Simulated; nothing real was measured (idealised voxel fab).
The following process module bears the name voxel plated lines.
Square cells of 5 nm make up the cross-section cut, whose width is 285 nm.
A cross-section is written here as square cells arranged in a grid, and it is given in bands from the top down, each band taking up one or more rows of cells.
Band: top and bottom heights (nm) first, top before bottom; then materials from left to right, widths in nm. "all across" marks a sole material filling the band edge to edge. "blank" denotes empty space.
Zero point of the height axis is 0; under it, received wafer = one material. Lowest band: continues down indefinitely, "0..down".
A width such as "30->40" changes by the same amount from each row of cells to the next, from the band's top row to its bottom row.
Step marked "identical to before"? Then no cell in the cross-section changed in it.
Listed in "Enclosed void catalog": every empty space of 8 or more cells without an open way to the top. Form: width x height at distance, the distance being from the left edge, all in nm.
Step line, after settings: the simulator's comment on this step.
"overlay nm" on a masked step: distance the mask lay right of its planned place, negative for left.
How should the pairs below be read? Each gives the cross-section before one process step and the cross-section after it, the latter drawn only to the lowest band that changed; the step that lies between them, with its settings, appears under the pair. Does a pair pick up where the pair above left off? Only where its entry headed "Pre-step view" says so, since pairs can come from different runs of this module on the same starting wafer.
-- Pre-step view
    0..down: Si all across
    Enclosed void catalog: none
-- Post-Step Cross-Section
    10..0: SiN all across
    All layers under 0 are left as they were.
    Enclosed void catalog: none
The transition between the preceding cross-sections is accomplished by op CONFORMAL_DEP | material SiN | thk nm 10
Pre-step view: the after view from the pair directly above serves as the before view here.
-- Post-Step Cross-Section
    15..10: TiN all across
    All layers under 10 are left as they were.
    Enclosed void catalog: none
The transition between the preceding cross-sections is accomplished by op DIRECTIONAL_DEP | material TiN | thk nm 5
Pre-step view: the after view from the pair directly above serves as the before view here.
-- Post-Step Cross-Section
    30..15: resist=95  blank=30  resist=30  blank=30  resist=100
    All layers under 15 are left as they were.
    Enclosed void catalog: none
The transition between the preceding cross-sections is accomplished by op PATTERN | tone open | mask id LINES | material resist | width nm 30 | pitch nm 60 | thk nm 15 | overlay nm 0
Pre-step view: the after view from the pair directly above serves as the before view here.
-- Post-Step Cross-Section
    30..25: resist=95  blank=30  resist=30  blank=30  resist=100
    25..15: resist=95  Ru=30  resist=30  Ru=30  resist=100
    All layers under 15 are left as they were.
    Enclosed void catalog: none
The transition between the preceding cross-sections is accomplished by op EPI | material Ru | thk nm 10
Pre-step view: the after view from the pair directly above serves as the before view here.
-- Post-Step Cross-Section
    25..15: blank=95  Ru=30  blank=30  Ru=30  blank=100
    All layers under 15 are left as they were.
    Enclosed void catalog: none
The transition between the preceding cross-sections is accomplished by op STRIP | etch materials resist
Pre-step view: the after view from the pair directly above serves as the before view here.
-- Post-Step Cross-Section
    25..15: blank=95  Ru=30  blank=30  Ru=30  blank=100
    15..10: blank=95  TiN=30  blank=30  TiN=30  blank=100
    All layers under 10 are left as they were.
    Enclosed void catalog: none
The transition between the preceding cross-sections is accomplished by op DIRECTIONAL_ETCH | etch materials TiN | depth nm 5
Pre-step view: the after view from the pair directly above serves as the before view here.
-- Post-Step Cross-Section
    35..25: blank=85  SiN=50  blank=10  SiN=50  blank=90
    25..20: blank=85  SiN=10  Ru=30  SiN=10  blank=10  SiN=10  Ru=30  SiN=10  blank=90
    20..15: SiN=95  Ru=30  SiN=30  Ru=30  SiN=100
    15..10: SiN=95  TiN=30  SiN=30  TiN=30  SiN=100
    All layers under 10 are left as they were.
    Enclosed void catalog: none
The transition between the preceding cross-sections is accomplished by op CONFORMAL_DEP | material SiN | thk nm 10
-- Pre-step view
    0..down: Si all across
    Enclosed void catalog: none
-- Post-Step Cross-Section
    5..0: TiN all across
    All layers under 0 are left as they were.
    Enclosed void catalog: none
The transition between the preceding cross-sections is accomplished by op DIRECTIONAL_DEP | material TiN | thk nm 5
Pre-step view: the after view from the pair directly above serves as the before view here.
-- Post-Step Cross-Section
    20..5: resist=95  blank=30  resist=30  blank=30  resist=100
    All layers under 5 are left as they were.
    Enclosed void catalog: none
The transition between the preceding cross-sections is accomplished by op PATTERN | tone open | mask id LINES | material resist | width nm 30 | pitch nm 60 | thk nm 15 | overlay nm 0
Pre-step view: the after view from the pair directly above serves as the before view here.
-- Post-Step Cross-Section
    20..15: resist=95  blank=30  resist=30  blank=30  resist=100
    15..5: resist=95  Ru=30  resist=30  Ru=30  resist=100
    All layers under 5 are left as they were.
    Enclosed void catalog: none
The transition between the preceding cross-sections is accomplished by op EPI | material Ru | thk nm 10
Pre-step view: the after view from the pair directly above serves as the before view here.
-- Post-Step Cross-Section
    15..5: blank=95  Ru=30  blank=30  Ru=30  blank=100
    All layers under 5 are left as they were.
    Enclosed void catalog: none
The transition between the preceding cross-sections is accomplished by op STRIP | etch materials resist
Pre-step view: the after view from the pair directly above serves as the before view here.
-- Post-Step Cross-Section
    15..5: blank=95  Ru=30  blank=30  Ru=30  blank=100
    5..0: blank=95  TiN=30  blank=30  TiN=30  blank=100
    All layers under 0 are left as they were.
    Enclosed void catalog: none
The transition between the preceding cross-sections is accomplished by op DIRECTIONAL_ETCH | etch materials TiN | depth nm 5
Pre-step view: the after view from the pair directly above serves as the before view here.
-- Post-Step Cross-Section
    25..15: blank=85  SiN=50  blank=10  SiN=50  blank=90
    15..10: blank=85  SiN=10  Ru=30  SiN=10  blank=10  SiN=10  Ru=30  SiN=10  blank=90
    10..5: SiN=95  Ru=30  SiN=30  Ru=30  SiN=100
    5..0: SiN=95  TiN=30  SiN=30  TiN=30  SiN=100
    All layers under 0 are left as they were.
    Enclosed void catalog: none
The transition between the preceding cross-sections is accomplished by op CONFORMAL_DEP | material SiN | thk nm 10
-- Pre-step view
    30..25: resist=95  blank=30  resist=30  blank=30  resist=100
    25..15: resist=95  Ru=30  resist=30  Ru=30  resist=100
    15..10: TiN all across
    10..0: SiN all across
    0..down: Si all across
    Enclosed void catalog: none
-- Post-Step Cross-Section
    35..30: blank=90  Ru=40  blank=20  Ru=40  blank=95
    30..15: resist=95  Ru=30  resist=30  Ru=30  resist=100
    All layers under 15 are left as they were.
    Enclosed void catalog: none
The transition between the preceding cross-sections is accomplished by op EPI | material Ru | thk nm 10
Pre-step view: the after view from the pair directly above serves as the before view here.
-- Post-Step Cross-Section
    35..30: blank=90  Ru=40  blank=20  Ru=40  blank=95
    30..15: blank=95  Ru=30  blank=30  Ru=30  blank=100
    All layers under 15 are left as they were.
    Enclosed void catalog: none
The transition between the preceding cross-sections is accomplished by op STRIP | etch materials resist
Pre-step view: the after view from the pair directly above serves as the before view here.
-- Post-Step Cross-Section
    35..30: blank=90  Ru=40  blank=20  Ru=40  blank=95
    30..15: blank=95  Ru=30  blank=30  Ru=30  blank=100
    15..10: blank=90  TiN=40  blank=20  TiN=40  blank=95
    All layers under 10 are left as they were.
    Enclosed void catalog: none
The transition between the preceding cross-sections is accomplished by op DIRECTIONAL_ETCH | etch materials TiN | depth nm 5
Pre-step view: the after view from the pair directly above serves as the before view here.
-- Post-Step Cross-Section
    45..35: blank=80  SiN=120  blank=85
    35..30: blank=80  SiN=10  Ru=40  SiN=20  Ru=40  SiN=10  blank=85
    30..20: blank=80  SiN=15  Ru=30  SiN=30  Ru=30  SiN=15  blank=85
    20..15: SiN=95  Ru=30  SiN=30  Ru=30  SiN=100
    15..10: SiN=90  TiN=40  SiN=20  TiN=40  SiN=95
    All layers under 10 are left as they were.
    Enclosed void catalog: none
The transition between the preceding cross-sections is accomplished by op CONFORMAL_DEP | material SiN | thk nm 10
-- Pre-step view
    5..0: TiN all across
    0..down: Si all across
    Enclosed void catalog: none
-- Post-Step Cross-Section
    15..5: SiN all across
    All layers under 5 are left as they were.
    Enclosed void catalog: none
The transition between the preceding cross-sections is accomplished by op CONFORMAL_DEP | material SiN | thk nm 10
Pre-step view: the after view from the pair directly above serves as the before view here.
-- Post-Step Cross-Section
    30..15: resist=95  blank=30  resist=30  blank=30  resist=100
    All layers under 15 are left as they were.
    Enclosed void catalog: none
The transition between the preceding cross-sections is accomplished by op PATTERN | tone open | mask id LINES | material resist | width nm 30 | pitch nm 60 | thk nm 15 | overlay nm 0
Pre-step view: the after view from the pair directly above serves as the before view here.
-- Post-Step Cross-Section
    15..5: SiN all across
    All layers under 5 are left as they were.
    Enclosed void catalog: none
The transition between the preceding cross-sections is accomplished by op STRIP | etch materials resist
Pre-step view: the after view from the pair directly above serves as the before view here.
-- Post-Step Cross-Section
    25..5: SiN all across
    All layers under 5 are left as they were.
    Enclosed void catalog: none
The transition between the preceding cross-sections is accomplished by op CONFORMAL_DEP | material SiN | thk nm 10
-- Pre-step view
    10..0: SiN all across
    0..down: Si all across
    Enclosed void catalog: none
-- Post-Step Cross-Section
    25..10: TiN all across
    All layers under 10 are left as they were.
    Enclosed void catalog: none
The transition between the preceding cross-sections is accomplished by op DIRECTIONAL_DEP | material TiN | thk nm 15
Pre-step view: the after view from the pair directly above serves as the before view here.
-- Post-Step Cross-Section
    40..25: resist=95  blank=30  resist=30  blank=30  resist=100
    All layers under 25 are left as they were.
    Enclosed void catalog: none
The transition between the preceding cross-sections is accomplished by op PATTERN | tone open | mask id LINES | material resist | width nm 30 | pitch nm 60 | thk nm 15 | overlay nm 0
Pre-step view: the after view from the pair directly above serves as the before view here.
-- Post-Step Cross-Section
    40..35: resist=95  blank=30  resist=30  blank=30  resist=100
    35..25: resist=95  Ru=30  resist=30  Ru=30  resist=100
    All layers under 25 are left as they were.
    Enclosed void catalog: none
The transition between the preceding cross-sections is accomplished by op EPI | material Ru | thk nm 10
Pre-step view: the after view from the pair directly above serves as the before view here.
-- Post-Step Cross-Section
    35..25: blank=95  Ru=30  blank=30  Ru=30  blank=100
    All layers under 25 are left as they were.
    Enclosed void catalog: none
The transition between the preceding cross-sections is accomplished by op STRIP | etch materials resist
Pre-step view: the after view from the pair directly above serves as the before view here.
-- Post-Step Cross-Section
    35..25: blank=95  Ru=30  blank=30  Ru=30  blank=100
    25..20: blank=95  TiN=30  blank=30  TiN=30  blank=100
    All layers under 20 are left as they were.
    Enclosed void catalog: none
The transition between the preceding cross-sections is accomplished by op DIRECTIONAL_ETCH | etch materials TiN | depth nm 5
Pre-step view: the after view from the pair directly above serves as the before view here.
-- Post-Step Cross-Section
    45..35: blank=85  SiN=50  blank=10  SiN=50  blank=90
    35..30: blank=85  SiN=10  Ru=30  SiN=10  blank=10  SiN=10  Ru=30  SiN=10  blank=90
    30..25: SiN=95  Ru=30  SiN=30  Ru=30  SiN=100
    25..20: SiN=95  TiN=30  SiN=30  TiN=30  SiN=100
    All layers under 20 are left as they were.
    Enclosed void catalog: none
The transition between the preceding cross-sections is accomplished by op CONFORMAL_DEP | material SiN | thk nm 10
-- Pre-step view
    15..10: TiN all across
    10..0: SiN all across
    0..down: Si all across
    Enclosed void catalog: none
-- Post-Step Cross-Section
    30..15: resist=100  blank=25  resist=35  blank=25  resist=100
    All layers under 15 are left as they were.
    Enclosed void catalog: none
The transition between the preceding cross-sections is accomplished by op PATTERN | tone open | mask id LINES | material resist | width nm 25 | pitch nm 60 | thk nm 15 | overlay nm 0
Pre-step view: the after view from the pair directly above serves as the before view here.
-- Post-Step Cross-Section
    30..25: resist=100  blank=25  resist=35  blank=25  resist=100
    25..15: resist=100  Ru=25  resist=35  Ru=25  resist=100
    All layers under 15 are left as they were.
    Enclosed void catalog: none
The transition between the preceding cross-sections is accomplished by op EPI | material Ru | thk nm 10
Pre-step view: the after view from the pair directly above serves as the before view here.
-- Post-Step Cross-Section
    25..15: blank=100  Ru=25  blank=35  Ru=25  blank=100
    All layers under 15 are left as they were.
    Enclosed void catalog: none
The transition between the preceding cross-sections is accomplished by op STRIP | etch materials resist
Pre-step view: the after view from the pair directly above serves as the before view here.
-- Post-Step Cross-Section
    25..15: blank=100  Ru=25  blank=35  Ru=25  blank=100
    15..10: blank=100  TiN=25  blank=35  TiN=25  blank=100
    All layers under 10 are left as they were.
    Enclosed void catalog: none
The transition between the preceding cross-sections is accomplished by op DIRECTIONAL_ETCH | etch materials TiN | depth nm 5
Pre-step view: the after view from the pair directly above serves as the before view here.
-- Post-Step Cross-Section
    35..25: blank=90  SiN=45  blank=15  SiN=45  blank=90
    25..20: blank=90  SiN=10  Ru=25  SiN=10  blank=15  SiN=10  Ru=25  SiN=10  blank=90
    20..15: SiN=100  Ru=25  SiN=35  Ru=25  SiN=100
    15..10: SiN=100  TiN=25  SiN=35  TiN=25  SiN=100
    All layers under 10 are left as they were.
    Enclosed void catalog: none
The transition between the preceding cross-sections is accomplished by op CONFORMAL_DEP | material SiN | thk nm 10
-- Pre-step view
    15..10: TiN all across
    10..0: SiN all across
    0..down: Si all across
    Enclosed void catalog: none
-- Post-Step Cross-Section
    30..15: resist=105  blank=30  resist=30  blank=30  resist=90
    All layers under 15 are left as they were.
    Enclosed void catalog: none
The transition between the preceding cross-sections is accomplished by op PATTERN | tone open | mask id LINES | material resist | width nm 30 | pitch nm 60 | thk nm 15 | overlay nm 10
Pre-step view: the after view from the pair directly above serves as the before view here.
-- Post-Step Cross-Section
    30..25: resist=105  blank=30  resist=30  blank=30  resist=90
    25..15: resist=105  Ru=30  resist=30  Ru=30  resist=90
    All layers under 15 are left as they were.
    Enclosed void catalog: none
The transition between the preceding cross-sections is accomplished by op EPI | material Ru | thk nm 10
Pre-step view: the after view from the pair directly above serves as the before view here.
-- Post-Step Cross-Section
    25..15: blank=105  Ru=30  blank=30  Ru=30  blank=90
    All layers under 15 are left as they were.
    Enclosed void catalog: none
The transition between the preceding cross-sections is accomplished by op STRIP | etch materials resist
Pre-step view: the after view from the pair directly above serves as the before view here.
-- Post-Step Cross-Section
    25..15: blank=105  Ru=30  blank=30  Ru=30  blank=90
    15..10: blank=105  TiN=30  blank=30  TiN=30  blank=90
    All layers under 10 are left as they were.
    Enclosed void catalog: none
The transition between the preceding cross-sections is accomplished by op DIRECTIONAL_ETCH | etch materials TiN | depth nm 5
Pre-step view: the after view from the pair directly above serves as the before view here.
-- Post-Step Cross-Section
    35..25: blank=95  SiN=50  blank=10  SiN=50  blank=80
    25..20: blank=95  SiN=10  Ru=30  SiN=10  blank=10  SiN=10  Ru=30  SiN=10  blank=80
    20..15: SiN=105  Ru=30  SiN=30  Ru=30  SiN=90
    15..10: SiN=105  TiN=30  SiN=30  TiN=30  SiN=90
    All layers under 10 are left as they were.
    Enclosed void catalog: none
The transition between the preceding cross-sections is accomplished by op CONFORMAL_DEP | material SiN | thk nm 10
-- Pre-step view
    0..down: Si all across
    Enclosed void catalog: none
-- Post-Step Cross-Section
    10..0: Ru all across
    All layers under 0 are left as they were.
    Enclosed void catalog: none
The transition between the preceding cross-sections is accomplished by op CONFORMAL_DEP | material Ru | thk nm 10
Pre-step view: the after view from the pair directly above serves as the before view here.
-- Post-Step Cross-Section
    15..10: TiN all across
    All layers under 10 are left as they were.
    Enclosed void catalog: none
The transition between the preceding cross-sections is accomplished by op DIRECTIONAL_DEP | material TiN | thk nm 5
Pre-step view: the after view from the pair directly above serves as the before view here.
-- Post-Step Cross-Section
    30..15: resist=95  blank=30  resist=30  blank=30  resist=100
    All layers under 15 are left as they were.
    Enclosed void catalog: none
The transition between the preceding cross-sections is accomplished by op PATTERN | tone open | mask id LINES | material resist | width nm 30 | pitch nm 60 | thk nm 15 | overlay nm 0
Pre-step view: the after view from the pair directly above serves as the before view here.
-- Post-Step Cross-Section
    30..25: resist=95  blank=30  resist=30  blank=30  resist=100
    25..15: resist=95  Ru=30  resist=30  Ru=30  resist=100
    All layers under 15 are left as they were.
    Enclosed void catalog: none
The transition between the preceding cross-sections is accomplished by op EPI | material Ru | thk nm 10
Pre-step view: the after view from the pair directly above serves as the before view here.
-- Post-Step Cross-Section
    25..15: blank=95  Ru=30  blank=30  Ru=30  blank=100
    All layers under 15 are left as they were.
    Enclosed void catalog: none
The transition between the preceding cross-sections is accomplished by op STRIP | etch materials resist
Pre-step view: the after view from the pair directly above serves as the before view here.
-- Post-Step Cross-Section
    25..15: blank=95  Ru=30  blank=30  Ru=30  blank=100
    15..10: blank=95  TiN=30  blank=30  TiN=30  blank=100
    All layers under 10 are left as they were.
    Enclosed void catalog: none
The transition between the preceding cross-sections is accomplished by op DIRECTIONAL_ETCH | etch materials TiN | depth nm 5
Pre-step view: the after view from the pair directly above serves as the before view here.
-- Post-Step Cross-Section
    35..25: blank=85  SiN=50  blank=10  SiN=50  blank=90
    25..20: blank=85  SiN=10  Ru=30  SiN=10  blank=10  SiN=10  Ru=30  SiN=10  blank=90
    20..15: SiN=95  Ru=30  SiN=30  Ru=30  SiN=100
    15..10: SiN=95  TiN=30  SiN=30  TiN=30  SiN=100
    All layers under 10 are left as they were.
    Enclosed void catalog: none
The transition between the preceding cross-sections is accomplished by op CONFORMAL_DEP | material SiN | thk nm 10
-- Pre-step view
    15..10: TiN all across
    10..0: SiN all across
    0..down: Si all across
    Enclosed void catalog: none
-- Post-Step Cross-Section
    30..15: blank=95  resist=30  blank=30  resist=30  blank=100
    All layers under 15 are left as they were.
    Enclosed void catalog: none
The transition between the preceding cross-sections is accomplished by op PATTERN | tone cover | mask id LINES | material resist | width nm 30 | pitch nm 60 | thk nm 15 | overlay nm 0
Pre-step view: the after view from the pair directly above serves as the before view here.
-- Post-Step Cross-Section
    30..25: blank=95  resist=30  blank=30  resist=30  blank=100
    25..15: Ru=95  resist=30  Ru=30  resist=30  Ru=100
    All layers under 15 are left as they were.
    Enclosed void catalog: none
The transition between the preceding cross-sections is accomplished by op EPI | material Ru | thk nm 10
Pre-step view: the after view from the pair directly above serves as the before view here.
-- Post-Step Cross-Section
    25..15: Ru=95  blank=30  Ru=30  blank=30  Ru=100
    All layers under 15 are left as they were.
    Enclosed void catalog: none
The transition between the preceding cross-sections is accomplished by op STRIP | etch materials resist
Pre-step view: the after view from the pair directly above serves as the before view here.
-- Post-Step Cross-Section
    25..15: Ru=95  blank=30  Ru=30  blank=30  Ru=100
    15..10: TiN=95  blank=30  TiN=30  blank=30  TiN=100
    All layers under 10 are left as they were.
    Enclosed void catalog: none
The transition between the preceding cross-sections is accomplished by op DIRECTIONAL_ETCH | etch materials TiN | depth nm 5
Pre-step view: the after view from the pair directly above serves as the before view here.
-- Post-Step Cross-Section
    35..25: SiN=105  blank=10  SiN=50  blank=10  SiN=110
    25..20: Ru=95  SiN=10  blank=10  SiN=10  Ru=30  SiN=10  blank=10  SiN=10  Ru=100
    20..15: Ru=95  SiN=30  Ru=30  SiN=30  Ru=100
    15..10: TiN=95  SiN=30  TiN=30  SiN=30  TiN=100
    All layers under 10 are left as they were.
    Enclosed void catalog: none
The transition between the preceding cross-sections is accomplished by op CONFORMAL_DEP | material SiN | thk nm 10
